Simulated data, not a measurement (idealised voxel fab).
This is a process module. Its name is voxel wiring stack.
This is section cut - it's 165 nm across, gridded in 5 nm square cells.
A cross-section is a grid of square cells, given in bands from the top down. A band is one or more rows of cells. What a band's entry tells you: where the top is and where the bottom is, as heights in nm, and after that what lies inside, material by material from left to right, each with its width in nm. Empty space is written as the word "blank", and a single material marked with the word "throughout" occupies the band from edge to edge. Ref level 0: as-received wafer is one material below here. Bottom band extends down with no lower bound ("0 and below"). A width such as "30..40" changes by the same amount from each row of cells to the next, from the band's top row to its bottom row. "nothing changed" after a step means that no cell of the cross-section changed. If an empty space has no open way to the top and is at least 8 cells in size, "Enclosed void inventory" lists it, written width x height at distance, where distance is measured from the left edge and every value is in nm. Text after the settings on a step's line: the simulator's own remark on that step. "overlay nm" on a masked step: distance the mask lay right of its planned place, negative for left.
# So here's the lineup of process steps we planned
1,RECEIVE, material Si
2,CONFORMAL_DEP, material SiO2, thk nm 15
3,CONFORMAL_DEP, material SiCN, thk nm 5
4,DIRECTIONAL_DEP, material lowk, thk nm 25
5,DIRECTIONAL_DEP, material aC, thk nm 10
6,PATTERN, tone open, mask id METAL_1, material resist, width nm 25, pitch nm 40, thk nm 25, overlay nm 0
7,DIRECTIONAL_ETCH, etch materials aC, depth nm 10
8,STRIP, etch materials resist
9,DIRECTIONAL_ETCH, etch materials lowk, depth nm 25
10,DIRECTIONAL_ETCH, etch materials SiCN, depth nm 5
11,STRIP, etch materials aC
12,CONFORMAL_DEP, material TiN, thk nm 5
13,FILL_DEP, material Cu, thk nm 10
14,CMP, height nm 45
15,CONFORMAL_DEP, material SiCN, thk nm 5
16,DIRECTIONAL_DEP, material SiO2, thk nm 20
17,PATTERN, tone open, mask id PLUG_1, material resist, width nm 15, pitch nm 40, thk nm 15, overlay nm 0
18,DIRECTIONAL_ETCH, etch materials SiO2, depth nm 20
19,DIRECTIONAL_ETCH, etch materials SiCN, depth nm 5
20,STRIP, etch materials resist
21,EPI, material Ru, thk nm 10
22,EPI, material Ru, thk nm 10
23,EPI, material Ru, thk nm 5
24,CONFORMAL_DEP, material SiCN, thk nm 5
25,DIRECTIONAL_DEP, material SiO2, thk nm 20
26,DIRECTIONAL_DEP, material aC, thk nm 10
27,PATTERN, tone open, mask id METAL_2, material resist, width nm 25, pitch nm 40, thk nm 25, overlay nm 0
28,DIRECTIONAL_ETCH, etch materials aC, depth nm 10
29,STRIP, etch materials resist
30,DIRECTIONAL_ETCH, etch materials SiO2, depth nm 20
31,DIRECTIONAL_ETCH, etch materials SiCN, depth nm 5
32,STRIP, etch materials aC
33,CONFORMAL_DEP, material TiN, thk nm 5
34,FILL_DEP, material W, thk nm 10
35,CMP, height nm 95
36,CONFORMAL_DEP, material SiN, thk nm 5
The wafers are alike at the start. At step 33, their thk nm differs. The plan lists the first wafer's value.
# Cross-section of the first incoming wafer of several, state after step 1
  0 and below: Si throughout
  Enclosed void inventory: none
# Row per wafer, end-of-module: cell gain (+)/loss (-) by material since the wafer came in, then closed voids
thk nm 5; +45 Cu; +45 Ru; +60 SiCN; +33 SiN; +267 SiO2; +84 TiN; +36 W; +90 lowk; Enclosed void inventory: none
thk nm 10; +45 Cu; +45 Ru; +60 SiCN; +33 SiN; +267 SiO2; +111 TiN; +9 W; +90 lowk; Enclosed void inventory: none
thk nm 15; +45 Cu; +45 Ru; +60 SiCN; +33 SiN; +267 SiO2; +120 TiN; +90 lowk; Enclosed void inventory: none
thk nm 20; +45 Cu; +45 Ru; +60 SiCN; +33 SiN; +267 SiO2; +120 TiN; +90 lowk; Enclosed void inventory: none
